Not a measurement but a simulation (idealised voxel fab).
process module | voxel air gaps
cross-section cut | 300 nm wide | cells 5 nm
A cross-section is a grid of square cells, given in bands from the top down. A band is one or more rows of cells.
Each band's line starts with the height of the band's top and of its bottom, in nm. Then come its materials from left to right, each with its width in nm. One material with "throughout" fills the band from edge to edge. "air" is empty space.
Height 0 is the level under which the wafer as received is all one material. The lowest band goes on downwards, as in "0 down".
A width such as "30 to 40" changes by the same amount from each row of cells to the next, from the band's top row to its bottom row.
"no change" after a step means that no cell of the cross-section changed.
closed voids: empty space of 8 cells or more with no open way to the top, each as width x height at its distance from the left edge, in nm
after a step's settings: what the simulator itself notes on the step
overlay nm, on a step with a mask: how far to the right of its planned place the mask lay; to the left if negative
plan
1 op RECEIVE | material Si
2 op CONFORMAL_DEP | material SiO2 | thk nm 15
3 op CONFORMAL_DEP | material SiCN | thk nm 5
4 op DIRECTIONAL_DEP | material lowk | thk nm 30
5 op PATTERN | tone open | mask id LINES | material resist | width nm 25 | pitch nm 55 | thk nm 20 | overlay nm 0
6 op DIRECTIONAL_ETCH | etch materials lowk | depth nm 30
7 op STRIP | etch materials resist
8 op CONFORMAL_DEP | material TiN | thk nm 5
9 op FILL_DEP | material W | thk nm 5
10 op CMP | height nm 50
11 op EPI | material Ru | thk nm 10
12 op SELECTIVE_ETCH | etch materials lowk | depth nm 40
13 op CONFORMAL_DEP | material SiCN | thk nm 5
first wafer, as planned
as received, after step 1
  0 down: Si throughout
  closed voids: none
after step 2
  15 to 0: SiO2 throughout
  below 0: unchanged
after step 3
  20 to 15: SiCN throughout
  below 15: unchanged
after step 4
  50 to 20: lowk throughout
  below 20: unchanged
after step 5
  70 to 50: resist 55 | air 25 | resist 30 | air 25 | resist 30 | air 25 | resist 30 | air 25 | resist 55
  below 50: unchanged
after step 6
  70 to 50: resist 55 | air 25 | resist 30 | air 25 | resist 30 | air 25 | resist 30 | air 25 | resist 55
  50 to 20: lowk 55 | air 25 | lowk 30 | air 25 | lowk 30 | air 25 | lowk 30 | air 25 | lowk 55
  below 20: unchanged
after step 7
  50 to 20: lowk 55 | air 25 | lowk 30 | air 25 | lowk 30 | air 25 | lowk 30 | air 25 | lowk 55
  below 20: unchanged
after step 8
  55 to 50: TiN 60 | air 15 | TiN 40 | air 15 | TiN 40 | air 15 | TiN 40 | air 15 | TiN 60
  50 to 25: lowk 55 | TiN 5 | air 15 | TiN 5 | lowk 30 | TiN 5 | air 15 | TiN 5 | lowk 30 | TiN 5 | air 15 | TiN 5 | lowk 30 | TiN 5 | air 15 | TiN 5 | lowk 55
  25 to 20: lowk 55 | TiN 25 | lowk 30 | TiN 25 | lowk 30 | TiN 25 | lowk 30 | TiN 25 | lowk 55
  below 20: unchanged
after step 9
  60 to 55: W throughout
  55 to 50: TiN 60 | W 15 | TiN 40 | W 15 | TiN 40 | W 15 | TiN 40 | W 15 | TiN 60
  50 to 25: lowk 55 | TiN 5 | W 15 | TiN 5 | lowk 30 | TiN 5 | W 15 | TiN 5 | lowk 30 | TiN 5 | W 15 | TiN 5 | lowk 30 | TiN 5 | W 15 | TiN 5 | lowk 55
  below 25: unchanged
after step 10
  50 to 25: lowk 55 | TiN 5 | W 15 | TiN 5 | lowk 30 | TiN 5 | W 15 | TiN 5 | lowk 30 | TiN 5 | W 15 | TiN 5 | lowk 30 | TiN 5 | W 15 | TiN 5 | lowk 55
  below 25: unchanged
after step 11
  60 to 50: air 45 | Ru 45 | air 10 | Ru 45 | air 10 | Ru 45 | air 10 | Ru 45 | air 45
  below 50: unchanged
after step 12
  60 to 50: air 45 | Ru 45 | air 10 | Ru 45 | air 10 | Ru 45 | air 10 | Ru 45 | air 45
  50 to 25: air 55 | TiN 5 | W 15 | TiN 5 | air 30 | TiN 5 | W 15 | TiN 5 | air 30 | TiN 5 | W 15 | TiN 5 | air 30 | TiN 5 | W 15 | TiN 5 | air 55
  25 to 20: air 55 | TiN 25 | air 30 | TiN 25 | air 30 | TiN 25 | air 30 | TiN 25 | air 55
  below 20: unchanged
after step 13
  65 to 60: air 40 | SiCN 220 | air 40
  60 to 50: air 40 | SiCN 5 | Ru 45 | SiCN 10 | Ru 45 | SiCN 10 | Ru 45 | SiCN 10 | Ru 45 | SiCN 5 | air 40
  50 to 45: air 40 | SiCN 15 | TiN 5 | W 15 | TiN 5 | SiCN 30 | TiN 5 | W 15 | TiN 5 | SiCN 30 | TiN 5 | W 15 | TiN 5 | SiCN 30 | TiN 5 | W 15 | TiN 5 | SiCN 15 | air 40
  45 to 25: air 50 | SiCN 5 | TiN 5 | W 15 | TiN 5 | SiCN 5 | air 20 | SiCN 5 | TiN 5 | W 15 | TiN 5 | SiCN 5 | air 20 | SiCN 5 | TiN 5 | W 15 | TiN 5 | SiCN 5 | air 20 | SiCN 5 | TiN 5 | W 15 | TiN 5 | SiCN 5 | air 50
  25 to 20: SiCN 55 | TiN 25 | SiCN 30 | TiN 25 | SiCN 30 | TiN 25 | SiCN 30 | TiN 25 | SiCN 55
  below 20: unchanged
  closed voids: 20 x 20 at 85; 20 x 20 at 140; 20 x 20 at 195
second wafer: like start, like plan, one mistake. Through step 11 it matches the first wafer
when step 12 should have ended
  50 to 25: lowk 55 | TiN 5 | W 15 | TiN 5 | lowk 30 | TiN 5 | W 15 | TiN 5 | lowk 30 | TiN 5 | W 15 | TiN 5 | lowk 30 | TiN 5 | W 15 | TiN 5 | lowk 55
  below 25: unchanged
when step 13 should have ended
  55 to 50: SiCN throughout
  below 50: unchanged
what went wrong: step 12 ran as: op SELECTIVE_ETCH | etch materials Ru | depth nm 40
at the end the second wafer has, in cells: 72 fewer of Ru | 96 fewer of SiCN | 240 more of lowk
closed voids at the end (first wafer, second wafer): 3, 0
